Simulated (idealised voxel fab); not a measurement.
process module | voxel quadruple lines
cross-section cut | 265 nm wide | cells 5 nm
A cross-section is a grid of square cells, given in bands from the top down. A band is one or more rows of cells.
Each band's line starts with the height of the band's top and of its bottom, in nm. Then come its materials from left to right, each with its width in nm. One material with "throughout" fills the band from edge to edge. "air" is empty space.
Height 0 is the level under which the wafer as received is all one material. The lowest band goes on downwards, as in "0 down".
A width such as "30 to 40" changes by the same amount from each row of cells to the next, from the band's top row to its bottom row.
"no change" after a step means that no cell of the cross-section changed.
closed voids: empty space of 8 cells or more with no open way to the top, each as width x height at its distance from the left edge, in nm
after a step's settings: what the simulator itself notes on the step
overlay nm, on a step with a mask: how far to the right of its planned place the mask lay; to the left if negative
plan
1 op RECEIVE | material Si
2 op CONFORMAL_DEP | material Al2O3 | thk nm 5
3 op DIRECTIONAL_DEP | material Ru | thk nm 15
4 op DIRECTIONAL_DEP | material polySi | thk nm 20
5 op DIRECTIONAL_DEP | material aC | thk nm 20
6 op PATTERN | tone cover | mask id MANDREL | material resist | width nm 20 | thk nm 25 | overlay nm 0
7 op DIRECTIONAL_ETCH | etch materials aC | depth nm 20
8 op STRIP | etch materials resist
9 op CONFORMAL_DEP | material SiO2 | thk nm 10
10 op DIRECTIONAL_ETCH | etch materials SiO2 | depth nm 10
11 op STRIP | etch materials aC
12 op DIRECTIONAL_ETCH | etch materials polySi | depth nm 20
13 op STRIP | etch materials SiO2
14 op CONFORMAL_DEP | material SiN | thk nm 5
15 op DIRECTIONAL_ETCH | etch materials SiN | depth nm 5
16 op STRIP | etch materials polySi
17 op DIRECTIONAL_ETCH | etch materials Ru | depth nm 15
18 op STRIP | etch materials SiN
first wafer, as planned
as received, after step 1
  0 down: Si throughout
  closed voids: none
after step 2
  5 to 0: Al2O3 throughout
  below 0: unchanged
after step 3
  20 to 5: Ru throughout
  below 5: unchanged
after step 4
  40 to 20: polySi throughout
  below 20: unchanged
after step 5
  60 to 40: aC throughout
  below 40: unchanged
after step 6
  85 to 60: air 120 | resist 20 | air 125
  below 60: unchanged
after step 7
  65 to 60: air 120 | resist 20 | air 125
  60 to 40: air 120 | aC 20 | air 125
  below 40: unchanged
after step 8
  60 to 40: air 120 | aC 20 | air 125
  below 40: unchanged
after step 9
  70 to 60: air 110 | SiO2 40 | air 115
  60 to 50: air 110 | SiO2 10 | aC 20 | SiO2 10 | air 115
  50 to 40: SiO2 120 | aC 20 | SiO2 125
  below 40: unchanged
after step 10
  60 to 40: air 110 | SiO2 10 | aC 20 | SiO2 10 | air 115
  below 40: unchanged
after step 11
  60 to 40: air 110 | SiO2 10 | air 20 | SiO2 10 | air 115
  below 40: unchanged
after step 12
  60 to 40: air 110 | SiO2 10 | air 20 | SiO2 10 | air 115
  40 to 20: air 110 | polySi 10 | air 20 | polySi 10 | air 115
  below 20: unchanged
after step 13
  40 to 20: air 110 | polySi 10 | air 20 | polySi 10 | air 115
  below 20: unchanged
after step 14
  45 to 40: air 105 | SiN 20 | air 10 | SiN 20 | air 110
  40 to 25: air 105 | SiN 5 | polySi 10 | SiN 5 | air 10 | SiN 5 | polySi 10 | SiN 5 | air 110
  25 to 20: SiN 110 | polySi 10 | SiN 20 | polySi 10 | SiN 115
  below 20: unchanged
after step 15
  40 to 20: air 105 | SiN 5 | polySi 10 | SiN 5 | air 10 | SiN 5 | polySi 10 | SiN 5 | air 110
  below 20: unchanged
after step 16
  40 to 20: air 105 | SiN 5 | air 10 | SiN 5 | air 10 | SiN 5 | air 10 | SiN 5 | air 110
  below 20: unchanged
after step 17
  40 to 20: air 105 | SiN 5 | air 10 | SiN 5 | air 10 | SiN 5 | air 10 | SiN 5 | air 110
  20 to 5: air 105 | Ru 5 | air 10 | Ru 5 | air 10 | Ru 5 | air 10 | Ru 5 | air 110
  below 5: unchanged
after step 18
  20 to 5: air 105 | Ru 5 | air 10 | Ru 5 | air 10 | Ru 5 | air 10 | Ru 5 | air 110
  below 5: unchanged
second wafer: like start, like plan, one mistake. Through step 5 it matches the first wafer
when step 6 should have ended
  85 to 60: air 120 | resist 25 | air 120
  below 60: unchanged
when step 7 should have ended
  65 to 60: air 120 | resist 25 | air 120
  60 to 40: air 120 | aC 25 | air 120
  below 40: unchanged
when step 8 should have ended
  60 to 40: air 120 | aC 25 | air 120
  below 40: unchanged
when step 9 should have ended
  70 to 60: air 110 | SiO2 45 | air 110
  60 to 50: air 110 | SiO2 10 | aC 25 | SiO2 10 | air 110
  50 to 40: SiO2 120 | aC 25 | SiO2 120
  below 40: unchanged
when step 10 should have ended
  60 to 40: air 110 | SiO2 10 | aC 25 | SiO2 10 | air 110
  below 40: unchanged
when step 11 should have ended
  60 to 40: air 110 | SiO2 10 | air 25 | SiO2 10 | air 110
  below 40: unchanged
when step 12 should have ended
  60 to 40: air 110 | SiO2 10 | air 25 | SiO2 10 | air 110
  40 to 20: air 110 | polySi 10 | air 25 | polySi 10 | air 110
  below 20: unchanged
when step 13 should have ended
  40 to 20: air 110 | polySi 10 | air 25 | polySi 10 | air 110
  below 20: unchanged
when step 14 should have ended
  45 to 40: air 105 | SiN 20 | air 15 | SiN 20 | air 105
  40 to 25: air 105 | SiN 5 | polySi 10 | SiN 5 | air 15 | SiN 5 | polySi 10 | SiN 5 | air 105
  25 to 20: SiN 110 | polySi 10 | SiN 25 | polySi 10 | SiN 110
  below 20: unchanged
when step 15 should have ended
  40 to 20: air 105 | SiN 5 | polySi 10 | SiN 5 | air 15 | SiN 5 | polySi 10 | SiN 5 | air 105
  below 20: unchanged
when step 16 should have ended
  40 to 20: air 105 | SiN 5 | air 10 | SiN 5 | air 15 | SiN 5 | air 10 | SiN 5 | air 105
  below 20: unchanged
when step 17 should have ended
  40 to 20: air 105 | SiN 5 | air 10 | SiN 5 | air 15 | SiN 5 | air 10 | SiN 5 | air 105
  20 to 5: air 105 | Ru 5 | air 10 | Ru 5 | air 15 | Ru 5 | air 10 | Ru 5 | air 105
  below 5: unchanged
when step 18 should have ended
  20 to 5: air 105 | Ru 5 | air 10 | Ru 5 | air 15 | Ru 5 | air 10 | Ru 5 | air 105
  below 5: unchanged
what went wrong: step 6 ran as: op PATTERN | tone cover | mask id MANDREL | material resist | width nm 25 | thk nm 25 | overlay nm 0
at the end the second wafer has, in cells: as many of each material as the first, in other places
